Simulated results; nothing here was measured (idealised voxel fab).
process module | voxel wiring stack
cross-section cut | 200 nm wide | cells 5 nm
A cross-section is a grid of square cells, given in bands from the top down. A band is one or more rows of cells.
Each band's line starts with the height of the band's top and of its bottom, in nm. Then come its materials from left to right, each with its width in nm. One material with "throughout" fills the band from edge to edge. "air" is empty space.
Height 0 is the level under which the wafer as received is all one material. The lowest band goes on downwards, as in "0 down".
A width such as "30 to 40" changes by the same amount from each row of cells to the next, from the band's top row to its bottom row.
"no change" after a step means that no cell of the cross-section changed.
closed voids: empty space of 8 cells or more with no open way to the top, each as width x height at its distance from the left edge, in nm
after a step's settings: what the simulator itself notes on the step
overlay nm, on a step with a mask: how far to the right of its planned place the mask lay; to the left if negative
plan
1 op RECEIVE | material Si
2 op CONFORMAL_DEP | material SiO2 | thk nm 15
3 op CONFORMAL_DEP | material SiN | thk nm 5
4 op DIRECTIONAL_DEP | material lowk | thk nm 25
5 op DIRECTIONAL_DEP | material aC | thk nm 10
6 op PATTERN | tone open | mask id METAL_1 | material resist | width nm 25 | pitch nm 45 | thk nm 30 | overlay nm 0
7 op DIRECTIONAL_ETCH | etch materials aC | depth nm 10
8 op STRIP | etch materials resist
9 op DIRECTIONAL_ETCH | etch materials lowk | depth nm 25
10 op DIRECTIONAL_ETCH | etch materials SiN | depth nm 5
11 op STRIP | etch materials aC
12 op CONFORMAL_DEP | material TiN | thk nm 5
13 op FILL_DEP | material Ru | thk nm 5
14 op CMP | height nm 45
15 op CONFORMAL_DEP | material SiCN | thk nm 5
16 op DIRECTIONAL_DEP | material SiO2 | thk nm 15
17 op MASKED_ETCH | tone open | mask id PLUG_1 | width nm 15 | pitch nm 45 | etch materials SiO2 | depth nm 15 | overlay nm 0
18 op MASKED_ETCH | tone open | mask id PLUG_1 | width nm 15 | pitch nm 45 | etch materials SiCN | depth nm 5 | overlay nm 0
19 op EPI | material Ru | thk nm 10
20 op EPI | material Ru | thk nm 10
21 op CONFORMAL_DEP | material SiN | thk nm 5
22 op DIRECTIONAL_DEP | material lowk | thk nm 20
23 op MASKED_ETCH | tone open | mask id METAL_2 | width nm 25 | pitch nm 45 | etch materials lowk | depth nm 20 | overlay nm 0
24 op MASKED_ETCH | tone open | mask id METAL_2 | width nm 25 | pitch nm 45 | etch materials SiN | depth nm 5 | overlay nm 0
25 op CONFORMAL_DEP | material TiN | thk nm 5
26 op FILL_DEP | material Ru | thk nm 10
27 op CMP | height nm 90
28 op CONFORMAL_DEP | material SiCN | thk nm 5
29 op DIRECTIONAL_DEP | material SiO2 | thk nm 10
30 op MASKED_ETCH | tone open | mask id PLUG_2 | width nm 15 | etch materials SiO2 | depth nm 10 | overlay nm 0
31 op MASKED_ETCH | tone open | mask id PLUG_2 | width nm 15 | etch materials SiCN | depth nm 5 | overlay nm 0
32 op EPI | material Ru | thk nm 10
33 op EPI | material Ru | thk nm 5
34 op CONFORMAL_DEP | material SiN | thk nm 5
35 op DIRECTIONAL_DEP | material lowk | thk nm 20
36 op DIRECTIONAL_DEP | material aC | thk nm 15
37 op PATTERN | tone open | mask id METAL_3 | material resist | width nm 25 | pitch nm 45 | thk nm 30 | overlay nm 0
38 op DIRECTIONAL_ETCH | etch materials aC | depth nm 15
39 op STRIP | etch materials resist
40 op DIRECTIONAL_ETCH | etch materials lowk | depth nm 20
41 op DIRECTIONAL_ETCH | etch materials SiN | depth nm 5
42 op STRIP | etch materials aC
43 op CONFORMAL_DEP | material TiN | thk nm 5
44 op FILL_DEP | material Ru | thk nm 5
45 op CMP | height nm 130
46 op CONFORMAL_DEP | material SiCN | thk nm 5
first wafer, as planned
as received, after step 1
  0 down: Si throughout
  closed voids: none
after step 2
  15 to 0: SiO2 throughout
  below 0: unchanged
after step 3
  20 to 15: SiN throughout
  below 15: unchanged
after step 4
  45 to 20: lowk throughout
  below 20: unchanged
after step 5
  55 to 45: aC throughout
  below 45: unchanged
after step 6
  85 to 55: resist 65 | air 25 | resist 20 | air 25 | resist 65
  below 55: unchanged
after step 7
  75 to 55: resist 65 | air 25 | resist 20 | air 25 | resist 65
  55 to 45: aC 65 | air 25 | aC 20 | air 25 | aC 65
  below 45: unchanged
after step 8
  55 to 45: aC 65 | air 25 | aC 20 | air 25 | aC 65
  below 45: unchanged
after step 9
  55 to 45: aC 65 | air 25 | aC 20 | air 25 | aC 65
  45 to 20: lowk 65 | air 25 | lowk 20 | air 25 | lowk 65
  below 20: unchanged
after step 10
  55 to 45: aC 65 | air 25 | aC 20 | air 25 | aC 65
  45 to 20: lowk 65 | air 25 | lowk 20 | air 25 | lowk 65
  20 to 15: SiN 65 | air 25 | SiN 20 | air 25 | SiN 65
  below 15: unchanged
after step 11
  45 to 20: lowk 65 | air 25 | lowk 20 | air 25 | lowk 65
  below 20: unchanged
after step 12
  50 to 45: TiN 70 | air 15 | TiN 30 | air 15 | TiN 70
  45 to 20: lowk 65 | TiN 5 | air 15 | TiN 5 | lowk 20 | TiN 5 | air 15 | TiN 5 | lowk 65
  20 to 15: SiN 65 | TiN 25 | SiN 20 | TiN 25 | SiN 65
  below 15: unchanged
after step 13
  55 to 50: Ru throughout
  50 to 45: TiN 70 | Ru 15 | TiN 30 | Ru 15 | TiN 70
  45 to 20: lowk 65 | TiN 5 | Ru 15 | TiN 5 | lowk 20 | TiN 5 | Ru 15 | TiN 5 | lowk 65
  below 20: unchanged
after step 14
  45 to 20: lowk 65 | TiN 5 | Ru 15 | TiN 5 | lowk 20 | TiN 5 | Ru 15 | TiN 5 | lowk 65
  below 20: unchanged
after step 15
  50 to 45: SiCN throughout
  below 45: unchanged
after step 16
  65 to 50: SiO2 throughout
  below 50: unchanged
after step 17
  65 to 50: SiO2 65 | air 15 | SiO2 30 | air 15 | SiO2 75
  below 50: unchanged
after step 18
  65 to 50: SiO2 65 | air 15 | SiO2 30 | air 15 | SiO2 75
  50 to 45: SiCN 65 | air 15 | SiCN 30 | air 15 | SiCN 75
  below 45: unchanged
after step 19
  65 to 55: SiO2 65 | air 15 | SiO2 30 | air 15 | SiO2 75
  55 to 50: SiO2 65 | Ru 15 | SiO2 30 | Ru 15 | SiO2 75
  50 to 45: SiCN 65 | Ru 15 | SiCN 30 | Ru 15 | SiCN 75
  below 45: unchanged
after step 20
  65 to 50: SiO2 65 | Ru 15 | SiO2 30 | Ru 15 | SiO2 75
  below 50: unchanged
after step 21
  70 to 65: SiN throughout
  below 65: unchanged
after step 22
  90 to 70: lowk throughout
  below 70: unchanged
after step 23
  90 to 70: lowk 65 | air 25 | lowk 20 | air 25 | lowk 65
  below 70: unchanged
after step 24
  90 to 70: lowk 65 | air 25 | lowk 20 | air 25 | lowk 65
  70 to 65: SiN 65 | air 25 | SiN 20 | air 25 | SiN 65
  below 65: unchanged
after step 25
  95 to 90: TiN 70 | air 15 | TiN 30 | air 15 | TiN 70
  90 to 70: lowk 65 | TiN 5 | air 15 | TiN 5 | lowk 20 | TiN 5 | air 15 | TiN 5 | lowk 65
  70 to 65: SiN 65 | TiN 25 | SiN 20 | TiN 25 | SiN 65
  below 65: unchanged
after step 26
  105 to 95: Ru throughout
  95 to 90: TiN 70 | Ru 15 | TiN 30 | Ru 15 | TiN 70
  90 to 70: lowk 65 | TiN 5 | Ru 15 | TiN 5 | lowk 20 | TiN 5 | Ru 15 | TiN 5 | lowk 65
  below 70: unchanged
after step 27
  90 to 70: lowk 65 | TiN 5 | Ru 15 | TiN 5 | lowk 20 | TiN 5 | Ru 15 | TiN 5 | lowk 65
  below 70: unchanged
after step 28
  95 to 90: SiCN throughout
  below 90: unchanged
after step 29
  105 to 95: SiO2 throughout
  below 95: unchanged
after step 30
  105 to 95: SiO2 65 | air 15 | SiO2 120
  below 95: unchanged
after step 31
  105 to 95: SiO2 65 | air 15 | SiO2 120
  95 to 90: SiCN 65 | air 15 | SiCN 120
  below 90: unchanged
after step 32
  105 to 100: SiO2 65 | air 15 | SiO2 120
  100 to 95: SiO2 65 | Ru 15 | SiO2 120
  95 to 90: SiCN 65 | Ru 15 | SiCN 120
  below 90: unchanged
after step 33
  105 to 95: SiO2 65 | Ru 15 | SiO2 120
  below 95: unchanged
after step 34
  110 to 105: SiN throughout
  below 105: unchanged
after step 35
  130 to 110: lowk throughout
  below 110: unchanged
after step 36
  145 to 130: aC throughout
  below 130: unchanged
after step 37
  175 to 145: resist 65 | air 25 | resist 20 | air 25 | resist 65
  below 145: unchanged
after step 38
  160 to 145: resist 65 | air 25 | resist 20 | air 25 | resist 65
  145 to 130: aC 65 | air 25 | aC 20 | air 25 | aC 65
  below 130: unchanged
after step 39
  145 to 130: aC 65 | air 25 | aC 20 | air 25 | aC 65
  below 130: unchanged
after step 40
  145 to 130: aC 65 | air 25 | aC 20 | air 25 | aC 65
  130 to 110: lowk 65 | air 25 | lowk 20 | air 25 | lowk 65
  below 110: unchanged
after step 41
  145 to 130: aC 65 | air 25 | aC 20 | air 25 | aC 65
  130 to 110: lowk 65 | air 25 | lowk 20 | air 25 | lowk 65
  110 to 105: SiN 65 | air 25 | SiN 20 | air 25 | SiN 65
  below 105: unchanged
after step 42
  130 to 110: lowk 65 | air 25 | lowk 20 | air 25 | lowk 65
  below 110: unchanged
after step 43
  135 to 130: TiN 70 | air 15 | TiN 30 | air 15 | TiN 70
  130 to 110: lowk 65 | TiN 5 | air 15 | TiN 5 | lowk 20 | TiN 5 | air 15 | TiN 5 | lowk 65
  110 to 105: SiN 65 | TiN 25 | SiN 20 | TiN 25 | SiN 65
  below 105: unchanged
after step 44
  140 to 135: Ru throughout
  135 to 130: TiN 70 | Ru 15 | TiN 30 | Ru 15 | TiN 70
  130 to 110: lowk 65 | TiN 5 | Ru 15 | TiN 5 | lowk 20 | TiN 5 | Ru 15 | TiN 5 | lowk 65
  below 110: unchanged
after step 45
  130 to 110: lowk 65 | TiN 5 | Ru 15 | TiN 5 | lowk 20 | TiN 5 | Ru 15 | TiN 5 | lowk 65
  below 110: unchanged
after step 46
  135 to 130: SiCN throughout
  below 130: unchanged
second wafer: like start, like plan, one mistake. Through step 33 it matches the first wafer
when step 34 should have ended: no change
when step 35 should have ended
  125 to 105: lowk throughout
  below 105: unchanged
when step 36 should have ended
  140 to 125: aC throughout
  below 125: unchanged
when step 37 should have ended
  170 to 140: resist 65 | air 25 | resist 20 | air 25 | resist 65
  below 140: unchanged
when step 38 should have ended
  155 to 140: resist 65 | air 25 | resist 20 | air 25 | resist 65
  140 to 125: aC 65 | air 25 | aC 20 | air 25 | aC 65
  below 125: unchanged
when step 39 should have ended
  140 to 125: aC 65 | air 25 | aC 20 | air 25 | aC 65
  below 125: unchanged
when step 40 should have ended
  140 to 125: aC 65 | air 25 | aC 20 | air 25 | aC 65
  125 to 105: lowk 65 | air 25 | lowk 20 | air 25 | lowk 65
  below 105: unchanged
when step 41 should have ended: no change
when step 42 should have ended
  125 to 105: lowk 65 | air 25 | lowk 20 | air 25 | lowk 65
  below 105: unchanged
when step 43 should have ended
  130 to 125: TiN 70 | air 15 | TiN 30 | air 15 | TiN 70
  125 to 110: lowk 65 | TiN 5 | air 15 | TiN 5 | lowk 20 | TiN 5 | air 15 | TiN 5 | lowk 65
  110 to 105: lowk 65 | TiN 25 | lowk 20 | TiN 25 | lowk 65
  below 105: unchanged
when step 44 should have ended
  135 to 130: Ru throughout
  130 to 125: TiN 70 | Ru 15 | TiN 30 | Ru 15 | TiN 70
  125 to 110: lowk 65 | TiN 5 | Ru 15 | TiN 5 | lowk 20 | TiN 5 | Ru 15 | TiN 5 | lowk 65
  below 110: unchanged
when step 45 should have ended
  130 to 125: TiN 70 | Ru 15 | TiN 30 | Ru 15 | TiN 70
  below 125: unchanged
when step 46 should have ended
  135 to 130: SiCN throughout
  below 130: unchanged
what went wrong: step 34 was left out
at the end the second wafer has, in cells: 30 fewer of SiN | 30 more of TiN
